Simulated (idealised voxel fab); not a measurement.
process module | voxel double patterning
cross-section cut | 295 nm wide | cells 5 nm
A cross-section is a grid of square cells, given in bands from the top down. A band is one or more rows of cells.
Each band's line starts with the height of the band's top and of its bottom, in nm. Then come its materials from left to right, each with its width in nm. One material with "throughout" fills the band from edge to edge. "air" is empty space.
Height 0 is the level under which the wafer as received is all one material. The lowest band goes on downwards, as in "0 down".
A width such as "30 to 40" changes by the same amount from each row of cells to the next, from the band's top row to its bottom row.
"no change" after a step means that no cell of the cross-section changed.
closed voids: empty space of 8 cells or more with no open way to the top, each as width x height at its distance from the left edge, in nm
after a step's settings: what the simulator itself notes on the step
overlay nm, on a step with a mask: how far to the right of its planned place the mask lay; to the left if negative
plan
1 op RECEIVE | material Si
2 op CONFORMAL_DEP | material SiO2 | thk nm 5
3 op DIRECTIONAL_DEP | material W | thk nm 20
4 op DIRECTIONAL_DEP | material SiN | thk nm 10
5 op MASKED_ETCH | tone open | mask id FIRST | width nm 15 | pitch nm 50 | etch materials SiN | depth nm 10 | overlay nm 0
6 op DIRECTIONAL_DEP | material aC | thk nm 10
7 op PATTERN | tone open | mask id SECOND | material resist | width nm 15 | pitch nm 50 | thk nm 30 | overlay nm 0
8 op DIRECTIONAL_ETCH | etch materials aC | depth nm 10
9 op STRIP | etch materials resist
10 op DIRECTIONAL_ETCH | etch materials SiN | depth nm 10
11 op STRIP | etch materials aC
12 op DIRECTIONAL_ETCH | etch materials W | depth nm 20
13 op STRIP | etch materials SiN
as received, after step 1
  0 down: Si throughout
  closed voids: none
first wafer at the end, as planned
  25 to 5: W 90 | air 15 | W 10 | air 15 | W 10 | air 15 | W 10 | air 15 | W 10 | air 15 | W 90
  5 to 0: SiO2 throughout
  0 down: Si throughout
  closed voids: none
second wafer at the end: like start, like plan, one mistake
  25 to 15: W 90 | air 15 | W 35 | air 15 | W 35 | air 15 | W 90
  15 to 5: W throughout
  5 to 0: SiO2 throughout
  0 down: Si throughout
  closed voids: none
what went wrong: step 6 ran as: op DIRECTIONAL_DEP | material W | thk nm 10
at the end the second wafer has, in cells: 42 more of W
